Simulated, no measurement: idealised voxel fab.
process module | voxel self aligned vias
Xsec cut, 300 nm wide, square cell size 5 nm.
Format of a cross-section: grid, square cells. Given as bands. Order: top down. Band: one or more rows of cells.
Band entry format. Leading values: height of top, height of bottom, nm. Remainder: materials in left-to-right order, each with its width in nm. Special words: "full width" on a single material, which then fills the band edge to edge; "blank", empty space.
All heights in this document are referenced to 0, defined as the level beneath which the wafer, as received, consists entirely of one material. The lowest band is not bounded below; it extends indefinitely downward and is written in the form "0 and below".
It should be noted that a width expressed as "30..40" varies in equal increments from row to row of cells within the band, taking the value of the first number at the top row and that of the second number at the bottom row.
A step reported as "nothing got changed" is a step in which no cell of the cross-section changed.
"Sealed internal voids" means: voids of 8 cells or more that are shut off from the top with no open way through. Written width x height at distance, distance from the left edge, in nm.
If you see something after the settings on a step's line, that's the simulator's own remark about that step.
"overlay nm" on a masked step: distance the mask lay right of its planned place, negative for left.

# Process steps - plan
| 1 | op RECEIVE | material Si |
| 2 | op CONFORMAL_DEP | material SiO2 | thk nm 10 |
| 3 | op CONFORMAL_DEP | material SiCN | thk nm 5 |
| 4 | op DIRECTIONAL_DEP | material SiO2 | thk nm 20 |
| 5 | op MASKED_ETCH | tone open | mask id LINES | width nm 30 | pitch nm 70 | etch materials SiO2 | depth nm 20 | overlay nm 0 |
| 6 | op CONFORMAL_DEP | material TiN | thk nm 5 |
| 7 | op FILL_DEP | material Ru | thk nm 10 |
| 8 | op CMP | height nm 35 |
| 9 | op SELECTIVE_ETCH | etch materials W Ru TiN | depth nm 5 |
| 10 | op FILL_DEP | material SiN | thk nm 10 |
| 11 | op CMP | height nm 35 |
| 12 | op DIRECTIONAL_DEP | material SiO2 | thk nm 15 |
| 13 | op MASKED_ETCH | tone open | mask id VIAS | width nm 50 | etch materials SiO2 | depth nm 15 | overlay nm 0 |
| 14 | op MASKED_ETCH | tone open | mask id VIAS | width nm 50 | etch materials SiN | depth nm 5 | overlay nm 0 |
| 15 | op CONFORMAL_DEP | material TiN | thk nm 5 |
| 16 | op FILL_DEP | material W | thk nm 5 |
| 17 | op CMP | height nm 50 |
| 18 | op CONFORMAL_DEP | material SiCN | thk nm 5 |

# Wafer, first of two, run as planned

# Shown in cross-section is the wafer as received, that is, as it stands after step 1
    0 and below | Si full width
    Sealed internal voids: none

# Upon completion of step 2, the wafer appears in cross-section as shown
    10 down to 0 | SiO2 full width
    Anything lower than 0 is untouched.

# Upon completion of step 3, the wafer appears in cross-section as shown
    15 down to 10 | SiCN full width
    Anything lower than 10 is untouched.

# Upon completion of step 4, the wafer appears in cross-section as shown
    35 down to 15 | SiO2 full width
    Anything lower than 15 is untouched.

# Upon completion of step 5, the wafer appears in cross-section as shown
    35 down to 15 | SiO2 (100); blank (30); SiO2 (40); blank (30); SiO2 (100)
    Anything lower than 15 is untouched.

# Upon completion of step 6, the wafer appears in cross-section as shown
    40 down to 35 | TiN (105); blank (20); TiN (50); blank (20); TiN (105)
    35 down to 20 | SiO2 (100); TiN (5); blank (20); TiN (5); SiO2 (40); TiN (5); blank (20); TiN (5); SiO2 (100)
    20 down to 15 | SiO2 (100); TiN (30); SiO2 (40); TiN (30); SiO2 (100)
    Anything lower than 15 is untouched.

# Upon completion of step 7, the wafer appears in cross-section as shown
    50 down to 40 | Ru full width
    40 down to 35 | TiN (105); Ru (20); TiN (50); Ru (20); TiN (105)
    35 down to 20 | SiO2 (100); TiN (5); Ru (20); TiN (5); SiO2 (40); TiN (5); Ru (20); TiN (5); SiO2 (100)
    Anything lower than 20 is untouched.

# Upon completion of step 8, the wafer appears in cross-section as shown
    35 down to 20 | SiO2 (100); TiN (5); Ru (20); TiN (5); SiO2 (40); TiN (5); Ru (20); TiN (5); SiO2 (100)
    Anything lower than 20 is untouched.

# Upon completion of step 9, the wafer appears in cross-section as shown
    35 down to 30 | SiO2 (100); blank (30); SiO2 (40); blank (30); SiO2 (100)
    Anything lower than 30 is untouched.

# Upon completion of step 10, the wafer appears in cross-section as shown
    45 down to 35 | SiN full width
    35 down to 30 | SiO2 (100); SiN (30); SiO2 (40); SiN (30); SiO2 (100)
    Anything lower than 30 is untouched.

# Upon completion of step 11, the wafer appears in cross-section as shown
    35 down to 30 | SiO2 (100); SiN (30); SiO2 (40); SiN (30); SiO2 (100)
    Anything lower than 30 is untouched.

# Upon completion of step 12, the wafer appears in cross-section as shown
    50 down to 35 | SiO2 full width
    Anything lower than 35 is untouched.

# Upon completion of step 13, the wafer appears in cross-section as shown
    50 down to 35 | SiO2 (90); blank (50); SiO2 (160)
    Anything lower than 35 is untouched.

# Upon completion of step 14, the wafer appears in cross-section as shown
    50 down to 35 | SiO2 (90); blank (50); SiO2 (160)
    35 down to 30 | SiO2 (100); blank (30); SiO2 (40); SiN (30); SiO2 (100)
    Anything lower than 30 is untouched.

# Upon completion of step 15, the wafer appears in cross-section as shown
    55 down to 50 | TiN (95); blank (40); TiN (165)
    50 down to 40 | SiO2 (90); TiN (5); blank (40); TiN (5); SiO2 (160)
    40 down to 35 | SiO2 (90); TiN (15); blank (20); TiN (15); SiO2 (160)
    35 down to 30 | SiO2 (100); TiN (30); SiO2 (40); SiN (30); SiO2 (100)
    Anything lower than 30 is untouched.

# Upon completion of step 16, the wafer appears in cross-section as shown
    60 down to 55 | W full width
    55 down to 50 | TiN (95); W (40); TiN (165)
    50 down to 40 | SiO2 (90); TiN (5); W (40); TiN (5); SiO2 (160)
    40 down to 35 | SiO2 (90); TiN (15); W (20); TiN (15); SiO2 (160)
    Anything lower than 35 is untouched.

# Upon completion of step 17, the wafer appears in cross-section as shown
    50 down to 40 | SiO2 (90); TiN (5); W (40); TiN (5); SiO2 (160)
    Anything lower than 40 is untouched.

# Upon completion of step 18, the wafer appears in cross-section as shown
    55 down to 50 | SiCN full width
    Anything lower than 50 is untouched.

# The Second Wafer: Common Origin and Plan, One Mistake in Execution, Identical to the First Through Step 4

# Cross-sectional view of the second wafer at the intended end time of process step 5
    35 down to 15 | SiO2 (110); blank (30); SiO2 (40); blank (30); SiO2 (90)
    Anything lower than 15 is untouched.

# Cross-sectional view of the second wafer at the intended end time of process step 6
    40 down to 35 | TiN (115); blank (20); TiN (50); blank (20); TiN (95)
    35 down to 20 | SiO2 (110); TiN (5); blank (20); TiN (5); SiO2 (40); TiN (5); blank (20); TiN (5); SiO2 (90)
    20 down to 15 | SiO2 (110); TiN (30); SiO2 (40); TiN (30); SiO2 (90)
    Anything lower than 15 is untouched.

# Cross-sectional view of the second wafer at the intended end time of process step 7
    50 down to 40 | Ru full width
    40 down to 35 | TiN (115); Ru (20); TiN (50); Ru (20); TiN (95)
    35 down to 20 | SiO2 (110); TiN (5); Ru (20); TiN (5); SiO2 (40); TiN (5); Ru (20); TiN (5); SiO2 (90)
    Anything lower than 20 is untouched.

# Cross-sectional view of the second wafer at the intended end time of process step 8
    35 down to 20 | SiO2 (110); TiN (5); Ru (20); TiN (5); SiO2 (40); TiN (5); Ru (20); TiN (5); SiO2 (90)
    Anything lower than 20 is untouched.

# Cross-sectional view of the second wafer at the intended end time of process step 9
    35 down to 30 | SiO2 (110); blank (30); SiO2 (40); blank (30); SiO2 (90)
    Anything lower than 30 is untouched.

# Cross-sectional view of the second wafer at the intended end time of process step 10
    45 down to 35 | SiN full width
    35 down to 30 | SiO2 (110); SiN (30); SiO2 (40); SiN (30); SiO2 (90)
    Anything lower than 30 is untouched.

# Cross-sectional view of the second wafer at the intended end time of process step 11
    35 down to 30 | SiO2 (110); SiN (30); SiO2 (40); SiN (30); SiO2 (90)
    Anything lower than 30 is untouched.

# Cross-sectional view of the second wafer at the intended end time of process step 12
    50 down to 35 | SiO2 full width
    Anything lower than 35 is untouched.

# Cross-sectional view of the second wafer at the intended end time of process step 13
    50 down to 35 | SiO2 (90); blank (50); SiO2 (160)
    Anything lower than 35 is untouched.

# Cross-sectional view of the second wafer at the intended end time of process step 14
    50 down to 35 | SiO2 (90); blank (50); SiO2 (160)
    35 down to 30 | SiO2 (110); blank (30); SiO2 (40); SiN (30); SiO2 (90)
    Anything lower than 30 is untouched.

# Cross-sectional view of the second wafer at the intended end time of process step 15
    55 down to 50 | TiN (95); blank (40); TiN (165)
    50 down to 40 | SiO2 (90); TiN (5); blank (40); TiN (5); SiO2 (160)
    40 down to 35 | SiO2 (90); TiN (25); blank (20); TiN (5); SiO2 (160)
    35 down to 30 | SiO2 (110); TiN (30); SiO2 (40); SiN (30); SiO2 (90)
    Anything lower than 30 is untouched.

# Cross-sectional view of the second wafer at the intended end time of process step 16
    60 down to 55 | W full width
    55 down to 50 | TiN (95); W (40); TiN (165)
    50 down to 40 | SiO2 (90); TiN (5); W (40); TiN (5); SiO2 (160)
    40 down to 35 | SiO2 (90); TiN (25); W (20); TiN (5); SiO2 (160)
    Anything lower than 35 is untouched.

# Cross-sectional view of the second wafer at the intended end time of process step 17
    50 down to 40 | SiO2 (90); TiN (5); W (40); TiN (5); SiO2 (160)
    Anything lower than 40 is untouched.

# Cross-sectional view of the second wafer at the intended end time of process step 18
    55 down to 50 | SiCN full width
    Anything lower than 50 is untouched.
what went wrong: step 5 changed vs plan, executed as op MASKED_ETCH | tone open | mask id LINES | width nm 30 | pitch nm 70 | etch materials SiO2 | depth nm 20 | overlay nm 10
The two final wafers agree on how many cells each material fills and disagree on which cells those are.
